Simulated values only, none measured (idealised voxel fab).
Presented below is a process module, voxel ribs on slabs.
For reference, the cross-section in this document is cut, with width 260 nm and square cells of 5 nm.
Heads up, the way a cross-section reads in here is a grid of square cells, handed over as bands from the top down, with every band being one or more rows of cells. It is stipulated that each band's entry specify, in nanometres, the height of the top of the band and then that of its bottom, followed by the materials of the band in left-to-right sequence, each together with its width in nanometres. A single material marked by the word "full width" is understood to fill the band from edge to edge; the word "blank" is understood to denote empty space. A quick word on heights: they are counted from 0, and under that level the wafer as it came to us is one material throughout. The lowest band is different from the rest in having no bottom; it simply continues downward, written as in "top 0, no bottom". Graded width ("30 to 40"): value in top row of band = first number; value in bottom row = second number; row-to-row change constant. Step note "stayed the same" = no cross-section cell changed. Any empty space of 8 cells or more lacking an open way to the top shows up in "Closed void listing" as width x height at distance, distance from the left edge, in nm. On a step's line, text after the settings is the simulator commenting on that step. The line of a step may include "overlay nm". On a step with a mask, this value is how far to the right of its planned place the mask lay. A negative value means the mask lay to the left.
### The process steps that were planned are listed below
1. op RECEIVE | material Si
2. op DIRECTIONAL_DEP | material SiO2 | thk nm 20
3. op DIRECTIONAL_DEP | material SiN | thk nm 15
4. op PATTERN | tone cover | mask id RIB | material resist | width nm 15 | thk nm 15 | overlay nm 0
5. op DIRECTIONAL_ETCH | etch materials SiN | depth nm 5
6. op STRIP | etch materials resist
7. op DIRECTIONAL_DEP | material aC | thk nm 10
8. op PATTERN | tone cover | mask id SLAB | material resist | width nm 65 | thk nm 30 | overlay nm 0
9. op DIRECTIONAL_ETCH | etch materials aC | depth nm 10
10. op STRIP | etch materials resist
11. op DIRECTIONAL_ETCH | etch materials SiN | depth nm 10
12. op STRIP | etch materials aC
13. op FILL_DEP | material SiO2 | thk nm 15
14. op CMP | height nm 45
15. op DIRECTIONAL_DEP | material TiN | thk nm 5
16. op DIRECTIONAL_DEP | material aC | thk nm 10
17. op PATTERN | tone cover | mask id HEATER | material resist | width nm 25 | thk nm 25 | overlay nm 0
18. op DIRECTIONAL_ETCH | etch materials aC | depth nm 10
19. op STRIP | etch materials resist
20. op DIRECTIONAL_ETCH | etch materials TiN | depth nm 5
21. op STRIP | etch materials aC
22. op CONFORMAL_DEP | material SiO2 | thk nm 10
### Cross-section of the incoming wafer, state after step 1
- top 0, no bottom: Si full width
- Closed void listing: none
### Same starting wafer, same plan as above, one mistake in the execution; this is the cross-section at the end of the module
- top 60, bottom 55: blank 105 nm, then SiO2 45 nm, then blank 110 nm
- top 55, bottom 50: SiO2 full width
- top 50, bottom 45: SiO2 115 nm, then TiN 25 nm, then SiO2 120 nm
- top 45, bottom 30: SiO2 full width
- top 30, bottom 25: SiO2 95 nm, then SiN 25 nm, then SiO2 15 nm, then SiN 25 nm, then SiO2 100 nm
- top 25, bottom 20: SiO2 95 nm, then SiN 65 nm, then SiO2 100 nm
- top 20, bottom 0: SiO2 full width
- top 0, no bottom: Si full width
- Closed void listing: none
Here's what went sideways: the intended sequence of steps 6 and 7 was reversed during processing, with each occupying the position of the other
